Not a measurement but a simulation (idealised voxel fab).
Process module under the name voxel capacitor over wiring
This is section cut - it's 235 nm across, gridded in 5 nm square cells.
Reading order for cross-sections: top band down to bottom band. Underlying form: a grid of square cells. Band size: one or more rows of cells.
Quick guide to a band line: top height, bottom height (nm) up front; then every material left to right with its width in nm. Only one material and it's marked "edge to edge"? Then it fills the band edge to edge. And "empty" just means empty space.
Heights are measured from 0, the level below which the as-received wafer is all one material; the lowest band has no bottom and continues downward, written as in "0 -> down".
A width such as "30..40" changes by the same amount from each row of cells to the next, from the band's top row to its bottom row.
Given "changes: none" for a step, no cell of the cross-section differs between before and after that step.
The entry titled "Closed internal voids" provides the empty spaces that have no open way to the top, restricted to those of 8 cells or more. Each is presented as width x height at distance, the distance being measured from the left edge, with all three in nm.
Note: text after step settings on the step line = simulator remark on that step.
If you see "overlay nm" on a step's line and that step has a mask, it's telling you how far right of where it was planned the mask ended up; a negative number means it went left instead.

The steps planned for the process are as follows:
1,op RECEIVE | material Si
2,op CONFORMAL_DEP | material SiO2 | thk nm 15
3,op CONFORMAL_DEP | material SiCN | thk nm 5
4,op DIRECTIONAL_DEP | material SiO2 | thk nm 25
5,op MASKED_ETCH | tone open | mask id METAL_1 | width nm 30 | pitch nm 85 | etch materials SiO2 | depth nm 25 | overlay nm 0
6,op MASKED_ETCH | tone open | mask id METAL_1 | width nm 30 | pitch nm 85 | etch materials SiCN | depth nm 5 | overlay nm 0
7,op CONFORMAL_DEP | material TiN | thk nm 5
8,op FILL_DEP | material Cu | thk nm 5
9,op CMP | height nm 45
10,op CONFORMAL_DEP | material SiCN | thk nm 5
11,op DIRECTIONAL_DEP | material SiO2 | thk nm 20
12,op DIRECTIONAL_DEP | material aC | thk nm 15
13,op PATTERN | tone open | mask id PLUG_1 | material resist | width nm 15 | thk nm 30 | overlay nm 0
14,op DIRECTIONAL_ETCH | etch materials aC | depth nm 15
15,op STRIP | etch materials resist
16,op DIRECTIONAL_ETCH | etch materials SiO2 | depth nm 20
17,op DIRECTIONAL_ETCH | etch materials SiCN | depth nm 5
18,op STRIP | etch materials aC
19,op CONFORMAL_DEP | material TiN | thk nm 5
20,op FILL_DEP | material Cu | thk nm 10
21,op CMP | height nm 70
22,op DIRECTIONAL_DEP | material TiN | thk nm 10
23,op DIRECTIONAL_DEP | material HfO2 | thk nm 5
24,op DIRECTIONAL_DEP | material TiN | thk nm 10
25,op PATTERN | tone cover | mask id UPPER_PLATE | material resist | width nm 60 | thk nm 15 | overlay nm 0
26,op DIRECTIONAL_ETCH | etch materials TiN | depth nm 10
27,op DIRECTIONAL_ETCH | etch materials HfO2 | depth nm 5
28,op STRIP | etch materials resist
29,op MASKED_ETCH | tone cover | mask id LOWER_PLATE | width nm 70 | etch materials TiN | depth nm 10 | overlay nm 0
30,op FILL_DEP | material SiO2 | thk nm 15
31,op CMP | height nm 105
32,op DIRECTIONAL_DEP | material aC | thk nm 15
33,op PATTERN | tone open | mask id PLUG_2 | material resist | width nm 15 | thk nm 30 | overlay nm 0
34,op DIRECTIONAL_ETCH | etch materials aC | depth nm 15
35,op STRIP | etch materials resist
36,op DIRECTIONAL_ETCH | etch materials SiO2 | depth nm 10
37,op STRIP | etch materials aC
38,op CONFORMAL_DEP | material TiN | thk nm 5
39,op FILL_DEP | material Ru | thk nm 10
40,op CMP | height nm 105
41,op CONFORMAL_DEP | material SiN | thk nm 5

Cross-section of the wafer as it came to us, i.e., already through step 1:
    0 -> down | Si edge to edge
    Closed internal voids: none

A wafer at the end: this start, this plan, one mistake:
    110 -> 105 | SiN edge to edge
    105 -> 100 | 85 nm SiO2; 5 nm TiN; 5 nm Ru; 5 nm TiN; 135 nm SiO2
    100 -> 95 | 85 nm SiO2; 15 nm TiN; 135 nm SiO2
    95 -> 85 | 75 nm SiO2; 60 nm TiN; 100 nm SiO2
    85 -> 80 | 75 nm SiO2; 60 nm HfO2; 100 nm SiO2
    80 -> 70 | 70 nm SiO2; 70 nm TiN; 95 nm SiO2
    70 -> 50 | 75 nm SiO2; 5 nm TiN; 5 nm Cu; 5 nm TiN; 145 nm SiO2
    50 -> 45 | 75 nm SiCN; 15 nm TiN; 145 nm SiCN
    45 -> 35 | 60 nm SiO2; 5 nm TiN; 20 nm Cu; 5 nm TiN; 55 nm SiO2; 5 nm TiN; 20 nm Cu; 5 nm TiN; 60 nm SiO2
    35 -> 30 | 60 nm SiCN; 30 nm TiN; 55 nm SiCN; 30 nm TiN; 60 nm SiCN
    30 -> 0 | SiO2 edge to edge
    0 -> down | Si edge to edge
    Closed internal voids: none
The mistake made against the process plan was this: step 2 in the plan was executed twice
